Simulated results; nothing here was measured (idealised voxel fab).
Presented below is a process module, voxel capacitor over wiring.
In the cross-section labelled cut, the width is 300 nm and each square cell is 5 nm.
Cross-section, as written here: a square-cell grid given band by band from the top down, where a band holds one or more rows of cells.
Band entry format. Leading values: height of top, height of bottom, nm. Remainder: materials in left-to-right order, each with its width in nm. Special words: "edge to edge" on a single material, which then fills the band edge to edge; "empty", empty space.
We count height from 0. Below that, the starting wafer is all one material. The lowest band never ends at the bottom but goes on down; see "z 0 and below" for how that is written.
Quick explanation for "30..40": the width changes in equal steps down the rows of cells, from the first number in the band's top row to the second number in its bottom row.
Basically "everything unchanged" means that step didn't change any cell in the cross-section.
"Closed void roster" - sealed voids, min. 8 cells, no opening to top; format: width x height at distance (distance from left edge; nm throughout).
On each step's line, the part that comes after the settings is the simulator's own comment on the step.
overlay nm: mask offset rightward from planned place, masked step; negative means leftward offset.
Intended process steps:
1. RECEIVE, material Si
2. CONFORMAL_DEP, material SiO2, thk nm 10
3. DIRECTIONAL_DEP, material TiN, thk nm 5
4. DIRECTIONAL_DEP, material W, thk nm 25
5. PATTERN, tone cover, mask id METAL_1, material resist, width nm 20, pitch nm 85, thk nm 20, overlay nm 0
6. DIRECTIONAL_ETCH, etch materials W, depth nm 25
7. DIRECTIONAL_ETCH, etch materials TiN, depth nm 5
8. STRIP, etch materials resist
9. FILL_DEP, material SiO2, thk nm 10
10. CMP, height nm 40
11. CONFORMAL_DEP, material SiCN, thk nm 5
12. DIRECTIONAL_DEP, material SiO2, thk nm 20
13. DIRECTIONAL_DEP, material aC, thk nm 15
14. PATTERN, tone open, mask id PLUG_1, material resist, width nm 15, thk nm 35, overlay nm 0
15. DIRECTIONAL_ETCH, etch materials aC, depth nm 15
16. STRIP, etch materials resist
17. DIRECTIONAL_ETCH, etch materials SiO2, depth nm 20
18. DIRECTIONAL_ETCH, etch materials SiCN, depth nm 5
19. STRIP, etch materials aC
20. CONFORMAL_DEP, material TiN, thk nm 5
21. FILL_DEP, material Cu, thk nm 10
22. CMP, height nm 65
23. DIRECTIONAL_DEP, material TiN, thk nm 10
24. DIRECTIONAL_DEP, material Al2O3, thk nm 5
25. DIRECTIONAL_DEP, material TiN, thk nm 5
26. DIRECTIONAL_DEP, material aC, thk nm 10
27. PATTERN, tone cover, mask id UPPER_PLATE, material resist, width nm 70, thk nm 30, overlay nm 0
28. DIRECTIONAL_ETCH, etch materials aC, depth nm 10
29. STRIP, etch materials resist
30. DIRECTIONAL_ETCH, etch materials TiN, depth nm 5
31. DIRECTIONAL_ETCH, etch materials Al2O3, depth nm 5
32. STRIP, etch materials aC
33. DIRECTIONAL_DEP, material aC, thk nm 10
34. PATTERN, tone cover, mask id LOWER_PLATE, material resist, width nm 80, thk nm 30, overlay nm 0
35. DIRECTIONAL_ETCH, etch materials aC, depth nm 10
36. STRIP, etch materials resist
37. DIRECTIONAL_ETCH, etch materials TiN, depth nm 10
38. STRIP, etch materials aC
39. FILL_DEP, material SiO2, thk nm 20
40. CMP, height nm 100
41. PATTERN, tone open, mask id PLUG_2, material resist, width nm 15, thk nm 15, overlay nm 0
42. DIRECTIONAL_ETCH, etch materials SiO2, depth nm 15
43. STRIP, etch materials resist
44. CONFORMAL_DEP, material TiN, thk nm 5
45. FILL_DEP, material W, thk nm 10
46. CMP, height nm 100
47. CONFORMAL_DEP, material SiCN, thk nm 5
The first of the two wafers, which ran as planned:
This is the cross-section of the wafer as we received it, i.e. after step 1:
  z 0 and below | Si edge to edge
  Closed void roster: none
Wafer xsec, post step 2:
  z 10 to 0 | SiO2 edge to edge
  Lower than 0, everything is as it was.
Wafer xsec, post step 3:
  z 15 to 10 | TiN edge to edge
  Lower than 10, everything is as it was.
Wafer xsec, post step 4:
  z 40 to 15 | W edge to edge
  Lower than 15, everything is as it was.
Wafer xsec, post step 5:
  z 60 to 40 | empty (95)  resist (20)  empty (65)  resist (20)  empty (100)
  Lower than 40, everything is as it was.
Wafer xsec, post step 6:
  z 60 to 40 | empty (95)  resist (20)  empty (65)  resist (20)  empty (100)
  z 40 to 15 | empty (95)  W (20)  empty (65)  W (20)  empty (100)
  Lower than 15, everything is as it was.
Wafer xsec, post step 7:
  z 60 to 40 | empty (95)  resist (20)  empty (65)  resist (20)  empty (100)
  z 40 to 15 | empty (95)  W (20)  empty (65)  W (20)  empty (100)
  z 15 to 10 | empty (95)  TiN (20)  empty (65)  TiN (20)  empty (100)
  Lower than 10, everything is as it was.
Wafer xsec, post step 8:
  z 40 to 15 | empty (95)  W (20)  empty (65)  W (20)  empty (100)
  Lower than 15, everything is as it was.
Wafer xsec, post step 9:
  z 50 to 40 | SiO2 edge to edge
  z 40 to 15 | SiO2 (95)  W (20)  SiO2 (65)  W (20)  SiO2 (100)
  z 15 to 10 | SiO2 (95)  TiN (20)  SiO2 (65)  TiN (20)  SiO2 (100)
  Lower than 10, everything is as it was.
Wafer xsec, post step 10:
  z 40 to 15 | SiO2 (95)  W (20)  SiO2 (65)  W (20)  SiO2 (100)
  Lower than 15, everything is as it was.
Wafer xsec, post step 11:
  z 45 to 40 | SiCN edge to edge
  Lower than 40, everything is as it was.
Wafer xsec, post step 12:
  z 65 to 45 | SiO2 edge to edge
  Lower than 45, everything is as it was.
Wafer xsec, post step 13:
  z 80 to 65 | aC edge to edge
  Lower than 65, everything is as it was.
Wafer xsec, post step 14:
  z 115 to 80 | resist (100)  empty (15)  resist (185)
  Lower than 80, everything is as it was.
Wafer xsec, post step 15:
  z 100 to 80 | resist (100)  empty (15)  resist (185)
  z 80 to 65 | aC (100)  empty (15)  aC (185)
  Lower than 65, everything is as it was.
Wafer xsec, post step 16:
  z 80 to 65 | aC (100)  empty (15)  aC (185)
  Lower than 65, everything is as it was.
Wafer xsec, post step 17:
  z 80 to 65 | aC (100)  empty (15)  aC (185)
  z 65 to 45 | SiO2 (100)  empty (15)  SiO2 (185)
  Lower than 45, everything is as it was.
Wafer xsec, post step 18:
  z 80 to 65 | aC (100)  empty (15)  aC (185)
  z 65 to 45 | SiO2 (100)  empty (15)  SiO2 (185)
  z 45 to 40 | SiCN (100)  empty (15)  SiCN (185)
  Lower than 40, everything is as it was.
Wafer xsec, post step 19:
  z 65 to 45 | SiO2 (100)  empty (15)  SiO2 (185)
  Lower than 45, everything is as it was.
Wafer xsec, post step 20:
  z 70 to 65 | TiN (105)  empty (5)  TiN (190)
  z 65 to 45 | SiO2 (100)  TiN (5)  empty (5)  TiN (5)  SiO2 (185)
  z 45 to 40 | SiCN (100)  TiN (15)  SiCN (185)
  Lower than 40, everything is as it was.
Wafer xsec, post step 21:
  z 80 to 70 | Cu edge to edge
  z 70 to 65 | TiN (105)  Cu (5)  TiN (190)
  z 65 to 45 | SiO2 (100)  TiN (5)  Cu (5)  TiN (5)  SiO2 (185)
  Lower than 45, everything is as it was.
Wafer xsec, post step 22:
  z 65 to 45 | SiO2 (100)  TiN (5)  Cu (5)  TiN (5)  SiO2 (185)
  Lower than 45, everything is as it was.
Wafer xsec, post step 23:
  z 75 to 65 | TiN edge to edge
  Lower than 65, everything is as it was.
Wafer xsec, post step 24:
  z 80 to 75 | Al2O3 edge to edge
  Lower than 75, everything is as it was.
Wafer xsec, post step 25:
  z 85 to 80 | TiN edge to edge
  Lower than 80, everything is as it was.
Wafer xsec, post step 26:
  z 95 to 85 | aC edge to edge
  Lower than 85, everything is as it was.
Wafer xsec, post step 27:
  z 125 to 95 | empty (100)  resist (70)  empty (130)
  Lower than 95, everything is as it was.
Wafer xsec, post step 28:
  z 115 to 95 | empty (100)  resist (70)  empty (130)
  z 95 to 85 | empty (100)  aC (70)  empty (130)
  Lower than 85, everything is as it was.
Wafer xsec, post step 29:
  z 95 to 85 | empty (100)  aC (70)  empty (130)
  Lower than 85, everything is as it was.
Wafer xsec, post step 30:
  z 95 to 85 | empty (100)  aC (70)  empty (130)
  z 85 to 80 | empty (100)  TiN (70)  empty (130)
  Lower than 80, everything is as it was.
Wafer xsec, post step 31:
  z 95 to 85 | empty (100)  aC (70)  empty (130)
  z 85 to 80 | empty (100)  TiN (70)  empty (130)
  z 80 to 75 | empty (100)  Al2O3 (70)  empty (130)
  Lower than 75, everything is as it was.
Wafer xsec, post step 32:
  z 85 to 80 | empty (100)  TiN (70)  empty (130)
  Lower than 80, everything is as it was.
Wafer xsec, post step 33:
  z 95 to 85 | empty (100)  aC (70)  empty (130)
  z 85 to 80 | aC (100)  TiN (70)  aC (130)
  z 80 to 75 | aC (100)  Al2O3 (70)  aC (130)
  Lower than 75, everything is as it was.
Wafer xsec, post step 34:
  z 125 to 95 | empty (95)  resist (80)  empty (125)
  z 95 to 85 | empty (95)  resist (5)  aC (70)  resist (5)  empty (125)
  Lower than 85, everything is as it was.
Wafer xsec, post step 35:
  z 115 to 95 | empty (95)  resist (80)  empty (125)
  z 95 to 85 | empty (95)  resist (5)  aC (70)  resist (5)  empty (125)
  z 85 to 80 | empty (95)  aC (5)  TiN (70)  aC (5)  empty (125)
  z 80 to 75 | empty (95)  aC (5)  Al2O3 (70)  aC (5)  empty (125)
  Lower than 75, everything is as it was.
Wafer xsec, post step 36:
  z 95 to 85 | empty (100)  aC (70)  empty (130)
  Lower than 85, everything is as it was.
Wafer xsec, post step 37:
  z 95 to 85 | empty (100)  aC (70)  empty (130)
  z 85 to 80 | empty (95)  aC (5)  TiN (70)  aC (5)  empty (125)
  z 80 to 75 | empty (95)  aC (5)  Al2O3 (70)  aC (5)  empty (125)
  z 75 to 65 | empty (95)  TiN (80)  empty (125)
  Lower than 65, everything is as it was.
Wafer xsec, post step 38:
  z 85 to 80 | empty (100)  TiN (70)  empty (130)
  z 80 to 75 | empty (100)  Al2O3 (70)  empty (130)
  Lower than 75, everything is as it was.
Wafer xsec, post step 39:
  z 105 to 85 | SiO2 edge to edge
  z 85 to 80 | SiO2 (100)  TiN (70)  SiO2 (130)
  z 80 to 75 | SiO2 (100)  Al2O3 (70)  SiO2 (130)
  z 75 to 65 | SiO2 (95)  TiN (80)  SiO2 (125)
  Lower than 65, everything is as it was.
Wafer xsec, post step 40:
  z 100 to 85 | SiO2 edge to edge
  Lower than 85, everything is as it was.
Wafer xsec, post step 41:
  z 115 to 100 | resist (110)  empty (15)  resist (175)
  Lower than 100, everything is as it was.
Wafer xsec, post step 42:
  z 115 to 100 | resist (110)  empty (15)  resist (175)
  z 100 to 85 | SiO2 (110)  empty (15)  SiO2 (175)
  Lower than 85, everything is as it was.
Wafer xsec, post step 43:
  z 100 to 85 | SiO2 (110)  empty (15)  SiO2 (175)
  Lower than 85, everything is as it was.
Wafer xsec, post step 44:
  z 105 to 100 | TiN (115)  empty (5)  TiN (180)
  z 100 to 90 | SiO2 (110)  TiN (5)  empty (5)  TiN (5)  SiO2 (175)
  z 90 to 80 | SiO2 (110..100)  TiN (15..70)  SiO2 (175..130)
  Lower than 80, everything is as it was.
Wafer xsec, post step 45:
  z 115 to 105 | W edge to edge
  z 105 to 100 | TiN (115)  W (5)  TiN (180)
  z 100 to 90 | SiO2 (110)  TiN (5)  W (5)  TiN (5)  SiO2 (175)
  Lower than 90, everything is as it was.
Wafer xsec, post step 46:
  z 100 to 90 | SiO2 (110)  TiN (5)  W (5)  TiN (5)  SiO2 (175)
  Lower than 90, everything is as it was.
Wafer xsec, post step 47:
  z 105 to 100 | SiCN edge to edge
  Lower than 100, everything is as it was.
The Second Wafer: Common Origin and Plan, One Mistake in Execution, Identical to the First Through Step 11:
Look at the second wafer in cross-section at the time step 12 ought to have finished:
  z 65 to 40 | SiCN edge to edge
  Lower than 40, everything is as it was.
Look at the second wafer in cross-section at the time step 13 ought to have finished:
  z 80 to 65 | aC edge to edge
  Lower than 65, everything is as it was.
Look at the second wafer in cross-section at the time step 14 ought to have finished:
  z 115 to 80 | resist (100)  empty (15)  resist (185)
  Lower than 80, everything is as it was.
Look at the second wafer in cross-section at the time step 15 ought to have finished:
  z 100 to 80 | resist (100)  empty (15)  resist (185)
  z 80 to 65 | aC (100)  empty (15)  aC (185)
  Lower than 65, everything is as it was.
Look at the second wafer in cross-section at the time step 16 ought to have finished:
  z 80 to 65 | aC (100)  empty (15)  aC (185)
  Lower than 65, everything is as it was.
Look at the second wafer in cross-section at the time step 17 ought to have finished: everything unchanged
Look at the second wafer in cross-section at the time step 18 ought to have finished:
  z 80 to 65 | aC (100)  empty (15)  aC (185)
  z 65 to 60 | SiCN (100)  empty (15)  SiCN (185)
  Lower than 60, everything is as it was.
Look at the second wafer in cross-section at the time step 19 ought to have finished:
  z 65 to 60 | SiCN (100)  empty (15)  SiCN (185)
  Lower than 60, everything is as it was.
Look at the second wafer in cross-section at the time step 20 ought to have finished:
  z 70 to 65 | TiN (105)  empty (5)  TiN (190)
  z 65 to 60 | SiCN (100)  TiN (15)  SiCN (185)
  Lower than 60, everything is as it was.
Look at the second wafer in cross-section at the time step 21 ought to have finished:
  z 80 to 70 | Cu edge to edge
  z 70 to 65 | TiN (105)  Cu (5)  TiN (190)
  Lower than 65, everything is as it was.
Look at the second wafer in cross-section at the time step 22 ought to have finished:
  z 65 to 60 | SiCN (100)  TiN (15)  SiCN (185)
  Lower than 60, everything is as it was.
Look at the second wafer in cross-section at the time step 23 ought to have finished:
  z 75 to 65 | TiN edge to edge
  Lower than 65, everything is as it was.
Look at the second wafer in cross-section at the time step 24 ought to have finished:
  z 80 to 75 | Al2O3 edge to edge
  Lower than 75, everything is as it was.
Look at the second wafer in cross-section at the time step 25 ought to have finished:
  z 85 to 80 | TiN edge to edge
  Lower than 80, everything is as it was.
Look at the second wafer in cross-section at the time step 26 ought to have finished:
  z 95 to 85 | aC edge to edge
  Lower than 85, everything is as it was.
Look at the second wafer in cross-section at the time step 27 ought to have finished:
  z 125 to 95 | empty (100)  resist (70)  empty (130)
  Lower than 95, everything is as it was.
Look at the second wafer in cross-section at the time step 28 ought to have finished:
  z 115 to 95 | empty (100)  resist (70)  empty (130)
  z 95 to 85 | empty (100)  aC (70)  empty (130)
  Lower than 85, everything is as it was.
Look at the second wafer in cross-section at the time step 29 ought to have finished:
  z 95 to 85 | empty (100)  aC (70)  empty (130)
  Lower than 85, everything is as it was.
Look at the second wafer in cross-section at the time step 30 ought to have finished:
  z 95 to 85 | empty (100)  aC (70)  empty (130)
  z 85 to 80 | empty (100)  TiN (70)  empty (130)
  Lower than 80, everything is as it was.
Look at the second wafer in cross-section at the time step 31 ought to have finished:
  z 95 to 85 | empty (100)  aC (70)  empty (130)
  z 85 to 80 | empty (100)  TiN (70)  empty (130)
  z 80 to 75 | empty (100)  Al2O3 (70)  empty (130)
  Lower than 75, everything is as it was.
Look at the second wafer in cross-section at the time step 32 ought to have finished:
  z 85 to 80 | empty (100)  TiN (70)  empty (130)
  Lower than 80, everything is as it was.
Look at the second wafer in cross-section at the time step 33 ought to have finished:
  z 95 to 85 | empty (100)  aC (70)  empty (130)
  z 85 to 80 | aC (100)  TiN (70)  aC (130)
  z 80 to 75 | aC (100)  Al2O3 (70)  aC (130)
  Lower than 75, everything is as it was.
Look at the second wafer in cross-section at the time step 34 ought to have finished:
  z 125 to 95 | empty (95)  resist (80)  empty (125)
  z 95 to 85 | empty (95)  resist (5)  aC (70)  resist (5)  empty (125)
  Lower than 85, everything is as it was.
Look at the second wafer in cross-section at the time step 35 ought to have finished:
  z 115 to 95 | empty (95)  resist (80)  empty (125)
  z 95 to 85 | empty (95)  resist (5)  aC (70)  resist (5)  empty (125)
  z 85 to 80 | empty (95)  aC (5)  TiN (70)  aC (5)  empty (125)
  z 80 to 75 | empty (95)  aC (5)  Al2O3 (70)  aC (5)  empty (125)
  Lower than 75, everything is as it was.
Look at the second wafer in cross-section at the time step 36 ought to have finished:
  z 95 to 85 | empty (100)  aC (70)  empty (130)
  Lower than 85, everything is as it was.
Look at the second wafer in cross-section at the time step 37 ought to have finished:
  z 95 to 85 | empty (100)  aC (70)  empty (130)
  z 85 to 80 | empty (95)  aC (5)  TiN (70)  aC (5)  empty (125)
  z 80 to 75 | empty (95)  aC (5)  Al2O3 (70)  aC (5)  empty (125)
  z 75 to 65 | empty (95)  TiN (80)  empty (125)
  Lower than 65, everything is as it was.
Look at the second wafer in cross-section at the time step 38 ought to have finished:
  z 85 to 80 | empty (100)  TiN (70)  empty (130)
  z 80 to 75 | empty (100)  Al2O3 (70)  empty (130)
  Lower than 75, everything is as it was.
Look at the second wafer in cross-section at the time step 39 ought to have finished:
  z 105 to 85 | SiO2 edge to edge
  z 85 to 80 | SiO2 (100)  TiN (70)  SiO2 (130)
  z 80 to 75 | SiO2 (100)  Al2O3 (70)  SiO2 (130)
  z 75 to 65 | SiO2 (95)  TiN (80)  SiO2 (125)
  Lower than 65, everything is as it was.
Look at the second wafer in cross-section at the time step 40 ought to have finished:
  z 100 to 85 | SiO2 edge to edge
  Lower than 85, everything is as it was.
Look at the second wafer in cross-section at the time step 41 ought to have finished:
  z 115 to 100 | resist (110)  empty (15)  resist (175)
  Lower than 100, everything is as it was.
Look at the second wafer in cross-section at the time step 42 ought to have finished:
  z 115 to 100 | resist (110)  empty (15)  resist (175)
  z 100 to 85 | SiO2 (110)  empty (15)  SiO2 (175)
  Lower than 85, everything is as it was.
Look at the second wafer in cross-section at the time step 43 ought to have finished:
  z 100 to 85 | SiO2 (110)  empty (15)  SiO2 (175)
  Lower than 85, everything is as it was.
Look at the second wafer in cross-section at the time step 44 ought to have finished:
  z 105 to 100 | TiN (115)  empty (5)  TiN (180)
  z 100 to 90 | SiO2 (110)  TiN (5)  empty (5)  TiN (5)  SiO2 (175)
  z 90 to 80 | SiO2 (110..100)  TiN (15..70)  SiO2 (175..130)
  Lower than 80, everything is as it was.
Look at the second wafer in cross-section at the time step 45 ought to have finished:
  z 115 to 105 | W edge to edge
  z 105 to 100 | TiN (115)  W (5)  TiN (180)
  z 100 to 90 | SiO2 (110)  TiN (5)  W (5)  TiN (5)  SiO2 (175)
  Lower than 90, everything is as it was.
Look at the second wafer in cross-section at the time step 46 ought to have finished:
  z 100 to 90 | SiO2 (110)  TiN (5)  W (5)  TiN (5)  SiO2 (175)
  Lower than 90, everything is as it was.
Look at the second wafer in cross-section at the time step 47 ought to have finished:
  z 105 to 100 | SiCN edge to edge
  Lower than 100, everything is as it was.
So what did we get wrong on this run? step 12 did not happen as planned, as run it was DIRECTIONAL_DEP, material SiCN, thk nm 20
Materials where the second wafer ends with more or fewer cells than the first: Cu -4; SiCN +240; SiO2 -228; TiN -8
